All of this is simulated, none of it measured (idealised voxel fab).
You're looking at the process module voxel ribs on slabs.
Cross-section cut spans 280 nm and uses square cells 5 nm in size.
Cross-section format: a grid of square cells, given as bands from top to bottom; each band is one or more rows of cells.
Read a band's entry like this: the first values are the height of its top and the height of its bottom in nm, and what follows is the sequence of materials from left to right, each with its width in nm. Note that "blank" is empty space, and that a single material marked "everywhere" reaches across the band from edge to edge.
Height datum 0, below which the as-received substrate wafer is one material. Lowest band open at the bottom, running downward: "0 -> down".
Read "30 to 40" as a graded width: first number on top, second number at the bottom, same change between each pair of neighbouring rows.
Key: "remained unchanged" - step with no changed cell in the cross-section.
Entry "Closed void list" = empty spaces >= 8 cells with no open way to the top; each as width x height at distance, distance from left edge, all nm.
Where a step's line continues beyond its settings, the continuation is a remark by the simulator itself on that step.
"overlay nm" denotes, for a step that has a mask, the displacement of the mask to the right of its planned place, with negative values corresponding to the left.

## The following list gives the planned process steps
- 1: RECEIVE,material Si
- 2: DIRECTIONAL_DEP,material SiO2,thk nm 20
- 3: DIRECTIONAL_DEP,material SiN,thk nm 15
- 4: PATTERN,tone cover,mask id RIB,material resist,width nm 15,thk nm 15,overlay nm 0
- 5: DIRECTIONAL_ETCH,etch materials SiN,depth nm 5
- 6: STRIP,etch materials resist
- 7: DIRECTIONAL_DEP,material aC,thk nm 10
- 8: PATTERN,tone cover,mask id SLAB,material resist,width nm 65,thk nm 25,overlay nm 0
- 9: DIRECTIONAL_ETCH,etch materials aC,depth nm 10
- 10: STRIP,etch materials resist
- 11: DIRECTIONAL_ETCH,etch materials SiN,depth nm 10
- 12: STRIP,etch materials aC
- 13: FILL_DEP,material SiO2,thk nm 15
- 14: CMP,height nm 45
- 15: DIRECTIONAL_DEP,material W,thk nm 5
- 16: PATTERN,tone cover,mask id HEATER,material resist,width nm 25,thk nm 20,overlay nm 0
- 17: DIRECTIONAL_ETCH,etch materials W,depth nm 5
- 18: STRIP,etch materials resist
- 19: CONFORMAL_DEP,material SiO2,thk nm 5

## Account of the first of two wafers, which was processed as intended

## This is the cross-section of the wafer as we received it, i.e. after step 1
- 0 -> down: Si everywhere
- Closed void list: none

## State of the wafer after step 2, shown in cross-section
- 20 -> 0: SiO2 everywhere
- Note: structure below 0 unchanged.

## State of the wafer after step 3, shown in cross-section
- 35 -> 20: SiN everywhere
- Note: structure below 20 unchanged.

## State of the wafer after step 4, shown in cross-section
- 50 -> 35: 130 blank / 15 resist / 135 blank
- Note: structure below 35 unchanged.

## State of the wafer after step 5, shown in cross-section
- 50 -> 35: 130 blank / 15 resist / 135 blank
- 35 -> 30: 130 blank / 15 SiN / 135 blank
- Note: structure below 30 unchanged.

## State of the wafer after step 6, shown in cross-section
- 35 -> 30: 130 blank / 15 SiN / 135 blank
- Note: structure below 30 unchanged.

## State of the wafer after step 7, shown in cross-section
- 45 -> 40: 130 blank / 15 aC / 135 blank
- 40 -> 35: aC everywhere
- 35 -> 30: 130 aC / 15 SiN / 135 aC
- Note: structure below 30 unchanged.

## State of the wafer after step 8, shown in cross-section
- 70 -> 45: 105 blank / 65 resist / 110 blank
- 45 -> 40: 105 blank / 25 resist / 15 aC / 25 resist / 110 blank
- Note: structure below 40 unchanged.

## State of the wafer after step 9, shown in cross-section
- 60 -> 45: 105 blank / 65 resist / 110 blank
- 45 -> 40: 105 blank / 25 resist / 15 aC / 25 resist / 110 blank
- 40 -> 35: 105 blank / 65 aC / 110 blank
- 35 -> 30: 105 blank / 25 aC / 15 SiN / 25 aC / 110 blank
- Note: structure below 30 unchanged.

## State of the wafer after step 10, shown in cross-section
- 45 -> 35: 130 to 105 blank / 15 to 65 aC / 135 to 110 blank
- Note: structure below 35 unchanged.

## State of the wafer after step 11, shown in cross-section
- 45 -> 35: 130 to 105 blank / 15 to 65 aC / 135 to 110 blank
- 35 -> 30: 105 blank / 25 aC / 15 SiN / 25 aC / 110 blank
- 30 -> 20: 105 blank / 65 SiN / 110 blank
- Note: structure below 20 unchanged.

## State of the wafer after step 12, shown in cross-section
- 35 -> 30: 130 blank / 15 SiN / 135 blank
- Note: structure below 30 unchanged.

## State of the wafer after step 13, shown in cross-section
- 50 -> 35: SiO2 everywhere
- 35 -> 30: 130 SiO2 / 15 SiN / 135 SiO2
- 30 -> 20: 105 SiO2 / 65 SiN / 110 SiO2
- Note: structure below 20 unchanged.

## State of the wafer after step 14, shown in cross-section
- 45 -> 35: SiO2 everywhere
- Note: structure below 35 unchanged.

## State of the wafer after step 15, shown in cross-section
- 50 -> 45: W everywhere
- Note: structure below 45 unchanged.

## State of the wafer after step 16, shown in cross-section
- 70 -> 50: 125 blank / 25 resist / 130 blank
- Note: structure below 50 unchanged.

## State of the wafer after step 17, shown in cross-section
- 70 -> 50: 125 blank / 25 resist / 130 blank
- 50 -> 45: 125 blank / 25 W / 130 blank
- Note: structure below 45 unchanged.

## State of the wafer after step 18, shown in cross-section
- 50 -> 45: 125 blank / 25 W / 130 blank
- Note: structure below 45 unchanged.

## State of the wafer after step 19, shown in cross-section
- 55 -> 50: 120 blank / 35 SiO2 / 125 blank
- 50 -> 45: 125 SiO2 / 25 W / 130 SiO2
- Note: structure below 45 unchanged.

## The second wafer began exactly as the first did and followed the same plan, but one mistake was made while running it; through step 7 inclusive, the two wafers are identical

## Second wafer, cross-section, planned end of step 8
- 70 -> 45: 110 blank / 65 resist / 105 blank
- 45 -> 40: 110 blank / 20 resist / 15 aC / 30 resist / 105 blank
- Note: structure below 40 unchanged.

## Second wafer, cross-section, planned end of step 9
- 60 -> 45: 110 blank / 65 resist / 105 blank
- 45 -> 40: 110 blank / 20 resist / 15 aC / 30 resist / 105 blank
- 40 -> 35: 110 blank / 65 aC / 105 blank
- 35 -> 30: 110 blank / 20 aC / 15 SiN / 30 aC / 105 blank
- Note: structure below 30 unchanged.

## Second wafer, cross-section, planned end of step 10
- 45 -> 35: 130 to 110 blank / 15 to 65 aC / 135 to 105 blank
- Note: structure below 35 unchanged.

## Second wafer, cross-section, planned end of step 11
- 45 -> 35: 130 to 110 blank / 15 to 65 aC / 135 to 105 blank
- 35 -> 30: 110 blank / 20 aC / 15 SiN / 30 aC / 105 blank
- 30 -> 20: 110 blank / 65 SiN / 105 blank
- Note: structure below 20 unchanged.

## Second wafer, cross-section, planned end of step 12
- 35 -> 30: 130 blank / 15 SiN / 135 blank
- Note: structure below 30 unchanged.

## Second wafer, cross-section, planned end of step 13
- 50 -> 35: SiO2 everywhere
- 35 -> 30: 130 SiO2 / 15 SiN / 135 SiO2
- 30 -> 20: 110 SiO2 / 65 SiN / 105 SiO2
- Note: structure below 20 unchanged.

## Second wafer, cross-section, planned end of step 14
- 45 -> 35: SiO2 everywhere
- Note: structure below 35 unchanged.

## Second wafer, cross-section, planned end of step 15
- 50 -> 45: W everywhere
- Note: structure below 45 unchanged.

## Second wafer, cross-section, planned end of step 16
- 70 -> 50: 125 blank / 25 resist / 130 blank
- Note: structure below 50 unchanged.

## Second wafer, cross-section, planned end of step 17
- 70 -> 50: 125 blank / 25 resist / 130 blank
- 50 -> 45: 125 blank / 25 W / 130 blank
- Note: structure below 45 unchanged.

## Second wafer, cross-section, planned end of step 18
- 50 -> 45: 125 blank / 25 W / 130 blank
- Note: structure below 45 unchanged.

## Second wafer, cross-section, planned end of step 19
- 55 -> 50: 120 blank / 35 SiO2 / 125 blank
- 50 -> 45: 125 SiO2 / 25 W / 130 SiO2
- Note: structure below 45 unchanged.
Against the plan, the run slipped here: planned and actual differ for step 8; actual: PATTERN,tone cover,mask id SLAB,material resist,width nm 65,thk nm 25,overlay nm 5
Same inventory, different map: at the end, the second wafer holds as many cells of each material as the first, placed elsewhere.
